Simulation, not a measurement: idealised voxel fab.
process module | voxel self aligned vias
cross-section cut | 285 nm wide | cells 5 nm
A cross-section is a grid of square cells, given in bands from the top down. A band is one or more rows of cells.
Each band's line starts with the height of the band's top and of its bottom, in nm. Then come its materials from left to right, each with its width in nm. One material with "throughout" fills the band from edge to edge. "air" is empty space.
Height 0 is the level under which the wafer as received is all one material. The lowest band goes on downwards, as in "0 down".
A width such as "30 to 40" changes by the same amount from each row of cells to the next, from the band's top row to its bottom row.
"no change" after a step means that no cell of the cross-section changed.
closed voids: empty space of 8 cells or more with no open way to the top, each as width x height at its distance from the left edge, in nm
after a step's settings: what the simulator itself notes on the step
overlay nm, on a step with a mask: how far to the right of its planned place the mask lay; to the left if negative
plan
1 op RECEIVE | material Si
2 op CONFORMAL_DEP | material SiO2 | thk nm 15
3 op CONFORMAL_DEP | material SiCN | thk nm 5
4 op DIRECTIONAL_DEP | material SiO2 | thk nm 25
5 op DIRECTIONAL_DEP | material aC | thk nm 10
6 op PATTERN | tone open | mask id LINES | material resist | width nm 25 | pitch nm 65 | thk nm 25 | overlay nm 0
7 op DIRECTIONAL_ETCH | etch materials aC | depth nm 10
8 op STRIP | etch materials resist
9 op DIRECTIONAL_ETCH | etch materials SiO2 | depth nm 25
10 op STRIP | etch materials aC
11 op CONFORMAL_DEP | material TiN | thk nm 5
12 op FILL_DEP | material Ru | thk nm 5
13 op CMP | height nm 45
14 op SELECTIVE_ETCH | etch materials W Ru TiN | depth nm 10
15 op FILL_DEP | material SiN | thk nm 10
16 op CMP | height nm 45
17 op DIRECTIONAL_DEP | material SiO2 | thk nm 20
18 op PATTERN | tone open | mask id VIAS | material resist | width nm 45 | pitch nm 130 | thk nm 15 | overlay nm 0
19 op DIRECTIONAL_ETCH | etch materials SiO2 | depth nm 20
20 op DIRECTIONAL_ETCH | etch materials SiN | depth nm 10
21 op STRIP | etch materials resist
22 op CONFORMAL_DEP | material TiN | thk nm 5
23 op FILL_DEP | material Cu | thk nm 10
24 op CMP | height nm 65
25 op CONFORMAL_DEP | material SiCN | thk nm 5
first wafer, as planned
as received, after step 1
  0 down: Si throughout
  closed voids: none
after step 2
  15 to 0: SiO2 throughout
  below 0: unchanged
after step 3
  20 to 15: SiCN throughout
  below 15: unchanged
after step 4
  45 to 20: SiO2 throughout
  below 20: unchanged
after step 5
  55 to 45: aC throughout
  below 45: unchanged
after step 6
  80 to 55: resist 65 | air 25 | resist 40 | air 25 | resist 40 | air 25 | resist 65
  below 55: unchanged
after step 7
  70 to 55: resist 65 | air 25 | resist 40 | air 25 | resist 40 | air 25 | resist 65
  55 to 45: aC 65 | air 25 | aC 40 | air 25 | aC 40 | air 25 | aC 65
  below 45: unchanged
after step 8
  55 to 45: aC 65 | air 25 | aC 40 | air 25 | aC 40 | air 25 | aC 65
  below 45: unchanged
after step 9
  55 to 45: aC 65 | air 25 | aC 40 | air 25 | aC 40 | air 25 | aC 65
  45 to 20: SiO2 65 | air 25 | SiO2 40 | air 25 | SiO2 40 | air 25 | SiO2 65
  below 20: unchanged
after step 10
  45 to 20: SiO2 65 | air 25 | SiO2 40 | air 25 | SiO2 40 | air 25 | SiO2 65
  below 20: unchanged
after step 11
  50 to 45: TiN 70 | air 15 | TiN 50 | air 15 | TiN 50 | air 15 | TiN 70
  45 to 25: SiO2 65 | TiN 5 | air 15 | TiN 5 | SiO2 40 | TiN 5 | air 15 | TiN 5 | SiO2 40 | TiN 5 | air 15 | TiN 5 | SiO2 65
  25 to 20: SiO2 65 | TiN 25 | SiO2 40 | TiN 25 | SiO2 40 | TiN 25 | SiO2 65
  below 20: unchanged
after step 12
  55 to 50: Ru throughout
  50 to 45: TiN 70 | Ru 15 | TiN 50 | Ru 15 | TiN 50 | Ru 15 | TiN 70
  45 to 25: SiO2 65 | TiN 5 | Ru 15 | TiN 5 | SiO2 40 | TiN 5 | Ru 15 | TiN 5 | SiO2 40 | TiN 5 | Ru 15 | TiN 5 | SiO2 65
  below 25: unchanged
after step 13
  45 to 25: SiO2 65 | TiN 5 | Ru 15 | TiN 5 | SiO2 40 | TiN 5 | Ru 15 | TiN 5 | SiO2 40 | TiN 5 | Ru 15 | TiN 5 | SiO2 65
  below 25: unchanged
after step 14
  45 to 35: SiO2 65 | air 25 | SiO2 40 | air 25 | SiO2 40 | air 25 | SiO2 65
  below 35: unchanged
after step 15
  55 to 45: SiN throughout
  45 to 35: SiO2 65 | SiN 25 | SiO2 40 | SiN 25 | SiO2 40 | SiN 25 | SiO2 65
  below 35: unchanged
after step 16
  45 to 35: SiO2 65 | SiN 25 | SiO2 40 | SiN 25 | SiO2 40 | SiN 25 | SiO2 65
  below 35: unchanged
after step 17
  65 to 45: SiO2 throughout
  below 45: unchanged
after step 18
  80 to 65: resist 55 | air 45 | resist 85 | air 45 | resist 55
  below 65: unchanged
after step 19
  80 to 65: resist 55 | air 45 | resist 85 | air 45 | resist 55
  65 to 45: SiO2 55 | air 45 | SiO2 85 | air 45 | SiO2 55
  below 45: unchanged
after step 20
  80 to 65: resist 55 | air 45 | resist 85 | air 45 | resist 55
  65 to 45: SiO2 55 | air 45 | SiO2 85 | air 45 | SiO2 55
  45 to 35: SiO2 65 | air 25 | SiO2 40 | SiN 25 | SiO2 40 | air 25 | SiO2 65
  below 35: unchanged
after step 21
  65 to 45: SiO2 55 | air 45 | SiO2 85 | air 45 | SiO2 55
  below 45: unchanged
after step 22
  70 to 65: TiN 60 | air 35 | TiN 95 | air 35 | TiN 60
  65 to 50: SiO2 55 | TiN 5 | air 35 | TiN 5 | SiO2 85 | TiN 5 | air 35 | TiN 5 | SiO2 55
  50 to 45: SiO2 55 | TiN 15 | air 15 | TiN 15 | SiO2 85 | TiN 15 | air 15 | TiN 15 | SiO2 55
  45 to 40: SiO2 65 | TiN 5 | air 15 | TiN 5 | SiO2 40 | SiN 25 | SiO2 40 | TiN 5 | air 15 | TiN 5 | SiO2 65
  40 to 35: SiO2 65 | TiN 25 | SiO2 40 | SiN 25 | SiO2 40 | TiN 25 | SiO2 65
  below 35: unchanged
after step 23
  80 to 70: Cu throughout
  70 to 65: TiN 60 | Cu 35 | TiN 95 | Cu 35 | TiN 60
  65 to 50: SiO2 55 | TiN 5 | Cu 35 | TiN 5 | SiO2 85 | TiN 5 | Cu 35 | TiN 5 | SiO2 55
  50 to 45: SiO2 55 | TiN 15 | Cu 15 | TiN 15 | SiO2 85 | TiN 15 | Cu 15 | TiN 15 | SiO2 55
  45 to 40: SiO2 65 | TiN 5 | Cu 15 | TiN 5 | SiO2 40 | SiN 25 | SiO2 40 | TiN 5 | Cu 15 | TiN 5 | SiO2 65
  below 40: unchanged
after step 24
  65 to 50: SiO2 55 | TiN 5 | Cu 35 | TiN 5 | SiO2 85 | TiN 5 | Cu 35 | TiN 5 | SiO2 55
  below 50: unchanged
after step 25
  70 to 65: SiCN throughout
  below 65: unchanged
second wafer: like start, like plan, one mistake. Through step 23 it matches the first wafer
when step 24 should have ended: no change
when step 25 should have ended
  85 to 80: SiCN throughout
  below 80: unchanged
what went wrong: step 24 was left out
at the end the second wafer has, in cells: 128 more of Cu | 43 more of TiN
